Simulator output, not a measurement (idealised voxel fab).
process module | voxel released beams
cross-section cut | 245 nm wide | cells 5 nm
A cross-section is a grid of square cells, given in bands from the top down. A band is one or more rows of cells.
Each band's line starts with the height of the band's top and of its bottom, in nm. Then come its materials from left to right, each with its width in nm. One material with "throughout" fills the band from edge to edge. "air" is empty space.
Height 0 is the level under which the wafer as received is all one material. The lowest band goes on downwards, as in "0 down".
A width such as "30 to 40" changes by the same amount from each row of cells to the next, from the band's top row to its bottom row.
"no change" after a step means that no cell of the cross-section changed.
closed voids: empty space of 8 cells or more with no open way to the top, each as width x height at its distance from the left edge, in nm
after a step's settings: what the simulator itself notes on the step
overlay nm, on a step with a mask: how far to the right of its planned place the mask lay; to the left if negative
plan
1 op RECEIVE | material Si
2 op CONFORMAL_DEP | material Al2O3 | thk nm 5
3 op DIRECTIONAL_DEP | material SiO2 | thk nm 5
4 op DIRECTIONAL_DEP | material aC | thk nm 10
5 op PATTERN | tone open | mask id ANCHOR | material resist | width nm 25 | thk nm 30 | overlay nm 0
6 op DIRECTIONAL_ETCH | etch materials aC | depth nm 10
7 op STRIP | etch materials resist
8 op DIRECTIONAL_ETCH | etch materials SiO2 | depth nm 15
9 op STRIP | etch materials aC
10 op CONFORMAL_DEP | material polySi | thk nm 10
11 op DIRECTIONAL_DEP | material aC | thk nm 15
12 op PATTERN | tone cover | mask id BEAM | material resist | width nm 80 | thk nm 30 | overlay nm 0
13 op DIRECTIONAL_ETCH | etch materials aC | depth nm 15
14 op STRIP | etch materials resist
15 op DIRECTIONAL_ETCH | etch materials polySi | depth nm 10
16 op STRIP | etch materials aC
17 op STRIP | etch materials SiO2
varied across the wafers: thk nm of step 3. The plan shows the first wafer's value. All wafers start alike
first wafer as received, after step 1
  0 down: Si throughout
  closed voids: none
first wafer at the end, after step 17
  20 to 15: air 80 | polySi 15 | air 5 | polySi 60 | air 85
  15 to 5: air 80 to 85 | polySi 80 to 25 | air 85 to 135
  5 to 0: Al2O3 throughout
  0 down: Si throughout
  closed voids: none
last wafer at the end
  5 to 0: Al2O3 throughout
  0 down: Si throughout
  closed voids: none
each wafer at the end: cells of each material gained (+) or lost (-) since it was received, then its closed voids
thk nm 5 | +49 Al2O3 | +36 polySi | closed voids: none
thk nm 10 | +49 Al2O3 | +40 polySi | closed voids: none
thk nm 15 | +49 Al2O3 | +44 polySi | closed voids: none
thk nm 20 | +49 Al2O3 | closed voids: none
thk nm 25 | +49 Al2O3 | closed voids: none
thk nm 30 | +49 Al2O3 | closed voids: none
